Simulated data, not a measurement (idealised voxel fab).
Herein follows the process module entitled voxel wiring stack.
We display cut, a cross-section 225 nm in width whose square cells are each 5 nm.
In what follows, cross-sections appear as grids of square cells, described through bands that run from the top down, where every band is one or more rows of cells. Quick guide to a band line: top height, bottom height (nm) up front; then every material left to right with its width in nm. Only one material and it's marked "throughout"? Then it fills the band edge to edge. And "blank" just means empty space. Below 0: as-received wafer, all one material; heights counted from there. Lowest band: no bottom, goes on down, written "0 down". The expression "30 to 40" gives the width at the extremes of the band, the first number at its top row of cells and the second at its bottom row, with the width changing by equal amounts from each row to the next in between. Any step labelled "identical to before" changed none of the cells in the cross-section. For the entry "Closed void entries", the listed items are empty spaces with no open way to the top whose size is 8 cells or more; each item follows the pattern width x height at distance, where distance is from the left edge and all three are in nm. If you see something after the settings on a step's line, that's the simulator's own remark about that step. "overlay nm" denotes, for a step that has a mask, the displacement of the mask to the right of its planned place, with negative values corresponding to the left.

The process steps that were planned are listed below:
step 1: RECEIVE [material Si]
step 2: CONFORMAL_DEP [material SiO2] [thk nm 15]
step 3: DIRECTIONAL_DEP [material TiN] [thk nm 5]
step 4: DIRECTIONAL_DEP [material Ru] [thk nm 25]
step 5: PATTERN [tone cover] [mask id METAL_1] [material resist] [width nm 25] [pitch nm 40] [thk nm 20] [overlay nm 0]
step 6: DIRECTIONAL_ETCH [etch materials Ru] [depth nm 25]
step 7: DIRECTIONAL_ETCH [etch materials TiN] [depth nm 5]
step 8: STRIP [etch materials resist]
step 9: FILL_DEP [material SiO2] [thk nm 5]
step 10: CMP [height nm 45]
step 11: CONFORMAL_DEP [material SiCN] [thk nm 5]
step 12: DIRECTIONAL_DEP [material SiO2] [thk nm 30]
step 13: PATTERN [tone open] [mask id METAL_2_HOLES] [material resist] [width nm 15] [pitch nm 40] [thk nm 15] [overlay nm 0]
step 14: DIRECTIONAL_ETCH [etch materials SiO2] [depth nm 30]
step 15: STRIP [etch materials resist]
step 16: DIRECTIONAL_DEP [material aC] [thk nm 15]
step 17: PATTERN [tone open] [mask id METAL_2] [material resist] [width nm 25] [pitch nm 40] [thk nm 35] [overlay nm 0]
step 18: DIRECTIONAL_ETCH [etch materials aC] [depth nm 15]
step 19: STRIP [etch materials resist]
step 20: DIRECTIONAL_ETCH [etch materials SiO2] [depth nm 20]
step 21: DIRECTIONAL_ETCH [etch materials SiCN] [depth nm 5]
step 22: STRIP [etch materials aC]
step 23: CONFORMAL_DEP [material TiN] [thk nm 5]
step 24: FILL_DEP [material Ru] [thk nm 10]
step 25: CMP [height nm 80]
step 26: CONFORMAL_DEP [material SiCN] [thk nm 5]
step 27: DIRECTIONAL_DEP [material SiO2] [thk nm 35]
step 28: MASKED_ETCH [tone open] [mask id METAL_3_HOLES] [width nm 15] [etch materials SiO2] [depth nm 35] [overlay nm 0]
step 29: DIRECTIONAL_DEP [material aC] [thk nm 10]
step 30: PATTERN [tone open] [mask id METAL_3] [material resist] [width nm 25] [pitch nm 40] [thk nm 25] [overlay nm 0]
step 31: DIRECTIONAL_ETCH [etch materials aC] [depth nm 10]
step 32: STRIP [etch materials resist]
step 33: DIRECTIONAL_ETCH [etch materials SiO2] [depth nm 20]
step 34: DIRECTIONAL_ETCH [etch materials SiCN] [depth nm 5]
step 35: STRIP [etch materials aC]
step 36: CONFORMAL_DEP [material TiN] [thk nm 5]
step 37: FILL_DEP [material Cu] [thk nm 10]
step 38: CMP [height nm 120]
step 39: CONFORMAL_DEP [material SiCN] [thk nm 5]
step 40: DIRECTIONAL_DEP [material SiO2] [thk nm 25]
step 41: PATTERN [tone open] [mask id METAL_4_HOLES] [material resist] [width nm 15] [thk nm 15] [overlay nm 0]
step 42: DIRECTIONAL_ETCH [etch materials SiO2] [depth nm 25]
step 43: STRIP [etch materials resist]
step 44: MASKED_ETCH [tone open] [mask id METAL_4] [width nm 25] [pitch nm 40] [etch materials SiO2] [depth nm 15] [overlay nm 0]
step 45: MASKED_ETCH [tone open] [mask id METAL_4] [width nm 25] [pitch nm 40] [etch materials SiCN] [depth nm 5] [overlay nm 0]
step 46: CONFORMAL_DEP [material TiN] [thk nm 5]
step 47: FILL_DEP [material Ru] [thk nm 10]
step 48: CMP [height nm 150]
step 49: CONFORMAL_DEP [material SiN] [thk nm 5]
What sets these wafers apart? The thk nm at step 46. They all start alike, and the plan carries the first wafer's value.

Cut through the first of several wafers as received, post step 1:
  0 down = Si throughout
  Closed void entries: none

Cross-section after step 49, the final step of the module, for the first of several wafers:
  155 to 150 = SiN throughout
  150 to 140 = SiO2 (80)  TiN (5)  Ru (15)  TiN (5)  SiO2 (15)  TiN (5)  Ru (15)  TiN (5)  SiO2 (80)
  140 to 135 = SiO2 (80)  TiN (5)  Ru (5)  TiN (15)  SiO2 (15)  TiN (25)  SiO2 (80)
  135 to 125 = SiO2 (80)  TiN (5)  Ru (5)  TiN (5)  SiO2 (130)
  125 to 120 = SiCN (80)  TiN (15)  SiCN (130)
  120 to 105 = SiO2 (80)  TiN (5)  Cu (15)  TiN (5)  SiO2 (15)  TiN (5)  Cu (15)  TiN (5)  SiO2 (80)
  105 to 100 = SiO2 (80)  TiN (5)  Cu (5)  TiN (15)  SiO2 (15)  TiN (25)  SiO2 (80)
  100 to 85 = SiO2 (80)  TiN (5)  Cu (5)  TiN (5)  SiO2 (130)
  85 to 80 = SiCN (80)  TiN (15)  SiCN (130)
  80 to 65 = SiO2 (80)  TiN (5)  Ru (15)  TiN (5)  SiO2 (15)  TiN (5)  Ru (15)  TiN (5)  SiO2 (80)
  65 to 60 = SiO2 (80)  TiN (5)  Ru (5)  TiN (15)  SiO2 (15)  TiN (5)  Ru (5)  TiN (15)  SiO2 (80)
  60 to 50 = SiO2 (80)  TiN (5)  Ru (5)  TiN (5)  SiO2 (25)  TiN (5)  Ru (5)  TiN (5)  SiO2 (90)
  50 to 45 = SiCN (80)  TiN (15)  SiCN (25)  TiN (15)  SiCN (90)
  45 to 20 = SiO2 (80)  Ru (25)  SiO2 (15)  Ru (25)  SiO2 (80)
  20 to 15 = SiO2 (80)  TiN (25)  SiO2 (15)  TiN (25)  SiO2 (80)
  15 to 0 = SiO2 throughout
  0 down = Si throughout
  Closed void entries: none

Cross-section, last wafer, module completion:
  155 to 150 = SiN throughout
  150 to 135 = SiO2 (80)  TiN (25)  SiO2 (15)  TiN (25)  SiO2 (80)
  135 to 125 = SiO2 (80)  TiN (15)  SiO2 (130)
  125 to 120 = SiCN (80)  TiN (15)  SiCN (130)
  120 to 105 = SiO2 (80)  TiN (5)  Cu (15)  TiN (5)  SiO2 (15)  TiN (5)  Cu (15)  TiN (5)  SiO2 (80)
  105 to 100 = SiO2 (80)  TiN (5)  Cu (5)  TiN (15)  SiO2 (15)  TiN (25)  SiO2 (80)
  100 to 85 = SiO2 (80)  TiN (5)  Cu (5)  TiN (5)  SiO2 (130)
  85 to 80 = SiCN (80)  TiN (15)  SiCN (130)
  80 to 65 = SiO2 (80)  TiN (5)  Ru (15)  TiN (5)  SiO2 (15)  TiN (5)  Ru (15)  TiN (5)  SiO2 (80)
  65 to 60 = SiO2 (80)  TiN (5)  Ru (5)  TiN (15)  SiO2 (15)  TiN (5)  Ru (5)  TiN (15)  SiO2 (80)
  60 to 50 = SiO2 (80)  TiN (5)  Ru (5)  TiN (5)  SiO2 (25)  TiN (5)  Ru (5)  TiN (5)  SiO2 (90)
  50 to 45 = SiCN (80)  TiN (15)  SiCN (25)  TiN (15)  SiCN (90)
  45 to 20 = SiO2 (80)  Ru (25)  SiO2 (15)  Ru (25)  SiO2 (80)
  20 to 15 = SiO2 (80)  TiN (25)  SiO2 (15)  TiN (25)  SiO2 (80)
  15 to 0 = SiO2 throughout
  0 down = Si throughout
  Closed void entries: none

Gained (+) or lost (-) cells of each material since receipt, then closed voids: one row per wafer, at the end of the module:
thk nm 5, +22 Cu, +89 Ru, +123 SiCN, +45 SiN, +1018 SiO2, +98 TiN, Closed void entries: none
thk nm 10, +22 Cu, +76 Ru, +123 SiCN, +45 SiN, +1018 SiO2, +111 TiN, Closed void entries: none
thk nm 15, +22 Cu, +74 Ru, +123 SiCN, +45 SiN, +1018 SiO2, +113 TiN, Closed void entries: none
thk nm 20, +22 Cu, +74 Ru, +123 SiCN, +45 SiN, +1018 SiO2, +113 TiN, Closed void entries: none
